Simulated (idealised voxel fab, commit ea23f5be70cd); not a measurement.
process module | voxel ribs on slabs
cross-section cut | 240 nm wide | cells 5 nm
A cross-section is a grid of square cells, given in bands from the top down. A band is one or more rows of cells.
Each band's line starts with the height of the band's top and of its bottom, in nm. Then come its materials from left to right, each with its width in nm. One material with "throughout" fills the band from edge to edge. "air" is empty space.
Height 0 is the level under which the wafer as received is all one material. The lowest band goes on downwards, as in "0 down".
A width such as "30 to 40" changes by the same amount from each row of cells to the next, from the band's top row to its bottom row.
"no change" after a step means that no cell of the cross-section changed.
closed voids: empty space of 8 cells or more with no open way to the top, each as width x height at its distance from the left edge, in nm
after a step's settings: what the simulator itself notes on the step
overlay nm, on a step with a mask: how far to the right of its planned place the mask lay; to the left if negative
plan
1 op RECEIVE | material Si
2 op DIRECTIONAL_DEP | material SiO2 | thk nm 30
3 op DIRECTIONAL_DEP | material SiN | thk nm 20
4 op PATTERN | tone cover | mask id RIB | material resist | width nm 20 | thk nm 15 | overlay nm 0
5 op DIRECTIONAL_ETCH | etch materials SiN | depth nm 10
6 op STRIP | etch materials resist
7 op PATTERN | tone cover | mask id SLAB | material resist | width nm 70 | thk nm 15 | overlay nm 0
8 op DIRECTIONAL_ETCH | etch materials SiN | depth nm 10
9 op STRIP | etch materials resist
10 op FILL_DEP | material SiO2 | thk nm 30
11 op CMP | height nm 70
12 op DIRECTIONAL_DEP | material W | thk nm 10
13 op MASKED_ETCH | tone cover | mask id HEATER | width nm 30 | etch materials W | depth nm 10 | overlay nm 0
14 op CONFORMAL_DEP | material SiO2 | thk nm 10
first wafer, as planned
as received, after step 1
  0 down: Si throughout
  closed voids: none
after step 2
  30 to 0: SiO2 throughout
  below 0: unchanged
after step 3
  50 to 30: SiN throughout
  below 30: unchanged
after step 4
  65 to 50: air 110 | resist 20 | air 110
  below 50: unchanged
after step 5
  65 to 50: air 110 | resist 20 | air 110
  50 to 40: air 110 | SiN 20 | air 110
  below 40: unchanged
after step 6
  50 to 40: air 110 | SiN 20 | air 110
  below 40: unchanged
after step 7
  65 to 50: air 85 | resist 70 | air 85
  50 to 40: air 85 | resist 25 | SiN 20 | resist 25 | air 85
  below 40: unchanged
after step 8
  65 to 50: air 85 | resist 70 | air 85
  50 to 40: air 85 | resist 25 | SiN 20 | resist 25 | air 85
  40 to 30: air 85 | SiN 70 | air 85
  below 30: unchanged
after step 9
  50 to 40: air 110 | SiN 20 | air 110
  below 40: unchanged
after step 10
  80 to 50: SiO2 throughout
  50 to 40: SiO2 110 | SiN 20 | SiO2 110
  40 to 30: SiO2 85 | SiN 70 | SiO2 85
  below 30: unchanged
after step 11
  70 to 50: SiO2 throughout
  below 50: unchanged
after step 12
  80 to 70: W throughout
  below 70: unchanged
after step 13
  80 to 70: air 105 | W 30 | air 105
  below 70: unchanged
after step 14
  90 to 80: air 95 | SiO2 50 | air 95
  80 to 70: SiO2 105 | W 30 | SiO2 105
  below 70: unchanged
second wafer: like start, like plan, one mistake. Through step 6 it matches the first wafer
when step 7 should have ended
  65 to 50: air 75 | resist 70 | air 95
  50 to 40: air 75 | resist 35 | SiN 20 | resist 15 | air 95
  below 40: unchanged
when step 8 should have ended
  65 to 50: air 75 | resist 70 | air 95
  50 to 40: air 75 | resist 35 | SiN 20 | resist 15 | air 95
  40 to 30: air 75 | SiN 70 | air 95
  below 30: unchanged
when step 9 should have ended
  50 to 40: air 110 | SiN 20 | air 110
  below 40: unchanged
when step 10 should have ended
  80 to 50: SiO2 throughout
  50 to 40: SiO2 110 | SiN 20 | SiO2 110
  40 to 30: SiO2 75 | SiN 70 | SiO2 95
  below 30: unchanged
when step 11 should have ended
  70 to 50: SiO2 throughout
  below 50: unchanged
when step 12 should have ended
  80 to 70: W throughout
  below 70: unchanged
when step 13 should have ended
  80 to 70: air 105 | W 30 | air 105
  below 70: unchanged
when step 14 should have ended
  90 to 80: air 95 | SiO2 50 | air 95
  80 to 70: SiO2 105 | W 30 | SiO2 105
  below 70: unchanged
what went wrong: step 7 ran as: op PATTERN | tone cover | mask id SLAB | material resist | width nm 70 | thk nm 15 | overlay nm -10
at the end the second wafer has, in cells: as many of each material as the first, in other places
